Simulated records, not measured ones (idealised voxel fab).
The following process module bears the name voxel capacitor over wiring.
For reference, the cross-section in this document is cut, with width 270 nm and square cells of 5 nm.
Notation: cross-section as square-cell grid; stated in bands, top first, going down; one or more cell rows per band. Quick guide to a band line: top height, bottom height (nm) up front; then every material left to right with its width in nm. Only one material and it's marked "everywhere"? Then it fills the band edge to edge. And "empty" just means empty space. A quick word on heights: they are counted from 0, and under that level the wafer as it came to us is one material throughout. The lowest band is different from the rest in having no bottom; it simply continues downward, written as in "0 nm and below". A two-number width, for instance "30..40", indicates that the width is equal to the first number in the top row of the band and to the second number in the bottom row, and that it changes by a constant amount per row of cells. "everything unchanged" for a step: no cell of the cross-section changed in that step. "Enclosed void inventory": sealed empty spaces, 8 cells or more, no open way to top, listed width x height at distance, with distance from the left edge and width, height and distance in nm. Post-settings text on a step line: simulator's own remark regarding the step. "overlay nm" answers the question of how far to the right of plan the mask lay on a step that has a mask, and when it is negative the answer is to the left.

[This section lists the process steps that were planned]
- 1: RECEIVE, material Si
- 2: CONFORMAL_DEP, material SiO2, thk nm 15
- 3: CONFORMAL_DEP, material SiCN, thk nm 5
- 4: DIRECTIONAL_DEP, material lowk, thk nm 25
- 5: MASKED_ETCH, tone open, mask id METAL_1, width nm 20, pitch nm 90, etch materials lowk, depth nm 25, overlay nm 0
- 6: MASKED_ETCH, tone open, mask id METAL_1, width nm 20, pitch nm 90, etch materials SiCN, depth nm 5, overlay nm 0
- 7: CONFORMAL_DEP, material TiN, thk nm 5
- 8: FILL_DEP, material W, thk nm 5
- 9: CMP, height nm 45
- 10: CONFORMAL_DEP, material SiCN, thk nm 5
- 11: DIRECTIONAL_DEP, material lowk, thk nm 20
- 12: MASKED_ETCH, tone open, mask id PLUG_1, width nm 15, etch materials lowk, depth nm 20, overlay nm 0
- 13: MASKED_ETCH, tone open, mask id PLUG_1, width nm 15, etch materials SiCN, depth nm 5, overlay nm 0
- 14: CONFORMAL_DEP, material TiN, thk nm 5
- 15: FILL_DEP, material Ru, thk nm 5
- 16: CMP, height nm 70
- 17: DIRECTIONAL_DEP, material TiN, thk nm 10
- 18: DIRECTIONAL_DEP, material HfO2, thk nm 5
- 19: DIRECTIONAL_DEP, material TiN, thk nm 10
- 20: MASKED_ETCH, tone cover, mask id UPPER_PLATE, width nm 75, etch materials TiN, depth nm 10, overlay nm 0
- 21: MASKED_ETCH, tone cover, mask id UPPER_PLATE, width nm 75, etch materials HfO2, depth nm 5, overlay nm 0
- 22: PATTERN, tone cover, mask id LOWER_PLATE, material resist, width nm 85, thk nm 15, overlay nm 0
- 23: DIRECTIONAL_ETCH, etch materials TiN, depth nm 10
- 24: STRIP, etch materials resist
- 25: FILL_DEP, material SiO2, thk nm 15
- 26: CMP, height nm 105
- 27: DIRECTIONAL_DEP, material aC, thk nm 10
- 28: PATTERN, tone open, mask id PLUG_2, material resist, width nm 15, thk nm 30, overlay nm 0
- 29: DIRECTIONAL_ETCH, etch materials aC, depth nm 10
- 30: STRIP, etch materials resist
- 31: DIRECTIONAL_ETCH, etch materials SiO2, depth nm 10
- 32: STRIP, etch materials aC
- 33: CONFORMAL_DEP, material TiN, thk nm 5
- 34: FILL_DEP, material Ru, thk nm 5
- 35: CMP, height nm 105
- 36: CONFORMAL_DEP, material SiN, thk nm 5

[This is the cross-section of the wafer as we received it, i.e. after step 1]
0 nm and below: Si everywhere
Enclosed void inventory: none

[Wafer cross-section at end of module: start and plan as shown above, one execution error]
110 nm to 105 nm: SiN everywhere
105 nm to 100 nm: 95 SiO2; 5 TiN; 5 Ru; 5 TiN; 160 SiO2
100 nm to 95 nm: 95 SiO2; 15 TiN; 160 SiO2
95 nm to 85 nm: 85 SiO2; 75 TiN; 110 SiO2
85 nm to 80 nm: 85 SiO2; 75 HfO2; 110 SiO2
80 nm to 70 nm: 80 SiO2; 85 TiN; 105 SiO2
70 nm to 50 nm: 85 lowk; 5 TiN; 5 Ru; 5 TiN; 170 lowk
50 nm to 45 nm: 85 SiCN; 15 TiN; 170 SiCN
45 nm to 40 nm: 85 TiN; 10 W; 80 TiN; 10 W; 85 TiN
40 nm to 20 nm: 80 lowk; 5 TiN; 10 W; 5 TiN; 70 lowk; 5 TiN; 10 W; 5 TiN; 80 lowk
20 nm to 15 nm: 80 lowk; 20 TiN; 70 lowk; 20 TiN; 80 lowk
15 nm to 0 nm: SiO2 everywhere
0 nm and below: Si everywhere
Enclosed void inventory: none
Which mistake was made when the wafer was run? not run: step 3 of the plan (skipped)
